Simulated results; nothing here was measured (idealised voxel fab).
You're looking at the process module voxel wiring stack.
The width of the displayed cross-section, cut, is 205 nm; its cells are square, with a size of 5 nm.
Cross-sections here: square-cell grids, written as top-down lists of bands, a band being one or more rows of cells. Read a band's entry like this: the first values are the height of its top and the height of its bottom in nm, and what follows is the sequence of materials from left to right, each with its width in nm. Note that "air" is empty space, and that a single material marked "throughout" reaches across the band from edge to edge. Height reference: 0 = level under which incoming wafer is all one material. Lowest band: no bottom, runs on downward, e.g. "0..down". The notation "30 to 40" denotes a width that varies across the rows of cells in the band, beginning at the first number in the top row, finishing at the second number in the bottom row, and changing by an identical amount from each row to the next. Basically "stayed the same" means that step didn't change any cell in the cross-section. In "Sealed internal voids" the enclosed voids are listed, meaning empty spaces of 8 cells or larger without any opening to the top. The form is width x height at distance, distance from the left edge, units nm. Where a step's line continues beyond its settings, the continuation is a remark by the simulator itself on that step. "overlay nm" on a masked step: distance the mask lay right of its planned place, negative for left.
**Planned process steps**
1 RECEIVE [material Si]
2 CONFORMAL_DEP [material SiO2] [thk nm 15]
3 CONFORMAL_DEP [material SiCN] [thk nm 5]
4 DIRECTIONAL_DEP [material SiO2] [thk nm 25]
5 PATTERN [tone open] [mask id METAL_1] [material resist] [width nm 30] [pitch nm 45] [thk nm 15] [overlay nm 0]
6 DIRECTIONAL_ETCH [etch materials SiO2] [depth nm 25]
7 DIRECTIONAL_ETCH [etch materials SiCN] [depth nm 5]
8 STRIP [etch materials resist]
9 CONFORMAL_DEP [material TiN] [thk nm 5]
10 FILL_DEP [material Ru] [thk nm 10]
11 CMP [height nm 45]
12 CONFORMAL_DEP [material SiCN] [thk nm 5]
13 DIRECTIONAL_DEP [material lowk] [thk nm 15]
14 DIRECTIONAL_DEP [material aC] [thk nm 10]
15 PATTERN [tone open] [mask id PLUG_1] [material resist] [width nm 15] [pitch nm 45] [thk nm 25] [overlay nm 0]
16 DIRECTIONAL_ETCH [etch materials aC] [depth nm 10]
17 STRIP [etch materials resist]
18 DIRECTIONAL_ETCH [etch materials lowk] [depth nm 15]
19 DIRECTIONAL_ETCH [etch materials SiCN] [depth nm 5]
20 STRIP [etch materials aC]
21 EPI [material Ru] [thk nm 10]
22 EPI [material Ru] [thk nm 10]
23 DIRECTIONAL_DEP [material TiN] [thk nm 5]
24 DIRECTIONAL_DEP [material W] [thk nm 15]
25 DIRECTIONAL_DEP [material aC] [thk nm 15]
26 PATTERN [tone cover] [mask id METAL_2] [material resist] [width nm 30] [pitch nm 45] [thk nm 30] [overlay nm 0]
27 DIRECTIONAL_ETCH [etch materials aC] [depth nm 15]
28 STRIP [etch materials resist]
29 DIRECTIONAL_ETCH [etch materials W] [depth nm 15]
30 DIRECTIONAL_ETCH [etch materials TiN] [depth nm 5]
31 STRIP [etch materials aC]
32 FILL_DEP [material SiO2] [thk nm 5]
33 CMP [height nm 85]
34 CONFORMAL_DEP [material SiCN] [thk nm 5]
35 DIRECTIONAL_DEP [material lowk] [thk nm 30]
36 PATTERN [tone open] [mask id METAL_3] [material resist] [width nm 30] [pitch nm 45] [thk nm 15] [overlay nm 0]
37 DIRECTIONAL_ETCH [etch materials lowk] [depth nm 15]
38 STRIP [etch materials resist]
39 MASKED_ETCH [tone open] [mask id METAL_3_HOLES] [width nm 15] [etch materials lowk] [depth nm 15] [overlay nm 0]
40 MASKED_ETCH [tone open] [mask id METAL_3_HOLES] [width nm 15] [etch materials SiCN] [depth nm 5] [overlay nm 0]
41 CONFORMAL_DEP [material TiN] [thk nm 5]
42 FILL_DEP [material Cu] [thk nm 10]
43 CMP [height nm 120]
44 CONFORMAL_DEP [material SiCN] [thk nm 5]
45 DIRECTIONAL_DEP [material lowk] [thk nm 30]
46 DIRECTIONAL_DEP [material aC] [thk nm 10]
47 PATTERN [tone open] [mask id METAL_4] [material resist] [width nm 30] [pitch nm 45] [thk nm 30] [overlay nm 0]
48 DIRECTIONAL_ETCH [etch materials aC] [depth nm 10]
49 STRIP [etch materials resist]
50 DIRECTIONAL_ETCH [etch materials lowk] [depth nm 15]
51 STRIP [etch materials aC]
52 DIRECTIONAL_DEP [material aC] [thk nm 10]
53 PATTERN [tone open] [mask id METAL_4_HOLES] [material resist] [width nm 15] [thk nm 30] [overlay nm 0]
54 DIRECTIONAL_ETCH [etch materials aC] [depth nm 10]
55 STRIP [etch materials resist]
56 DIRECTIONAL_ETCH [etch materials lowk] [depth nm 15]
57 DIRECTIONAL_ETCH [etch materials SiCN] [depth nm 5]
58 STRIP [etch materials aC]
59 CONFORMAL_DEP [material TiN] [thk nm 5]
60 FILL_DEP [material Cu] [thk nm 10]
61 CMP [height nm 155]
62 CONFORMAL_DEP [material SiCN] [thk nm 5]
**Cross-section of the wafer as it came to us, i.e., already through step 1**
  0..down: Si throughout
  Sealed internal voids: none
**First wafer of two, sectioned at end of module; run went per plan**
  160..155: SiCN throughout
  155..145: 65 lowk; 5 TiN; 20 Cu; 5 TiN; 15 lowk; 5 TiN; 20 Cu; 5 TiN; 65 lowk
  145..140: 65 lowk; 5 TiN; 5 Cu; 20 TiN; 15 lowk; 30 TiN; 65 lowk
  140..125: 65 lowk; 5 TiN; 5 Cu; 5 TiN; 125 lowk
  125..120: 65 SiCN; 15 TiN; 125 SiCN
  120..110: 65 lowk; 5 TiN; 20 Cu; 5 TiN; 15 lowk; 5 TiN; 20 Cu; 5 TiN; 65 lowk
  110..105: 65 lowk; 5 TiN; 5 Cu; 20 TiN; 15 lowk; 30 TiN; 65 lowk
  105..90: 65 lowk; 5 TiN; 5 Cu; 5 TiN; 125 lowk
  90..85: 65 SiCN; 15 TiN; 125 SiCN
  85..70: 65 SiO2; 30 W; 15 SiO2; 30 W; 65 SiO2
  70..65: 65 SiO2; 30 TiN; 15 SiO2; 30 TiN; 65 SiO2
  65..50: 65 lowk; 15 Ru; 30 lowk; 15 Ru; 80 lowk
  50..45: 65 SiCN; 15 Ru; 30 SiCN; 15 Ru; 80 SiCN
  45..20: 65 SiO2; 5 TiN; 20 Ru; 5 TiN; 15 SiO2; 5 TiN; 20 Ru; 5 TiN; 65 SiO2
  20..15: 65 SiCN; 30 TiN; 15 SiCN; 30 TiN; 65 SiCN
  15..0: SiO2 throughout
  0..down: Si throughout
  Sealed internal voids: none
**Second of two wafers, module complete, sectioned: it shares the first wafer's start and plan but was run with one mistake**
  160..155: SiCN throughout
  155..145: 75 Cu; 5 TiN; 15 lowk; 5 TiN; 5 Cu; 5 TiN; 30 lowk; 5 TiN; 60 Cu
  145..140: 80 TiN; 15 lowk; 15 TiN; 30 lowk; 65 TiN
  140..125: lowk throughout
  125..120: SiCN throughout
  120..110: 65 lowk; 5 TiN; 20 Cu; 5 TiN; 15 lowk; 5 TiN; 20 Cu; 5 TiN; 65 lowk
  110..105: 65 lowk; 5 TiN; 5 Cu; 20 TiN; 15 lowk; 30 TiN; 65 lowk
  105..90: 65 lowk; 5 TiN; 5 Cu; 5 TiN; 125 lowk
  90..85: 65 SiCN; 15 TiN; 125 SiCN
  85..70: 65 SiO2; 30 W; 15 SiO2; 30 W; 65 SiO2
  70..65: 65 SiO2; 30 TiN; 15 SiO2; 30 TiN; 65 SiO2
  65..50: 65 lowk; 15 Ru; 30 lowk; 15 Ru; 80 lowk
  50..45: 65 SiCN; 15 Ru; 30 SiCN; 15 Ru; 80 SiCN
  45..20: 65 SiO2; 5 TiN; 20 Ru; 5 TiN; 15 SiO2; 5 TiN; 20 Ru; 5 TiN; 65 SiO2
  20..15: 65 SiCN; 30 TiN; 15 SiCN; 30 TiN; 65 SiCN
  15..0: SiO2 throughout
  0..down: Si throughout
  Sealed internal voids: none
Error vs. plan: it should be noted that step 47 was executed with settings other than those planned, the operation and settings actually applied being PATTERN [tone cover] [mask id METAL_4] [material resist] [width nm 30] [pitch nm 45] [thk nm 30] [overlay nm 0]
Heads up, by the end the second wafer has more or fewer cells of some materials compared to the first: Cu +36, SiCN +3, TiN +12, lowk -51
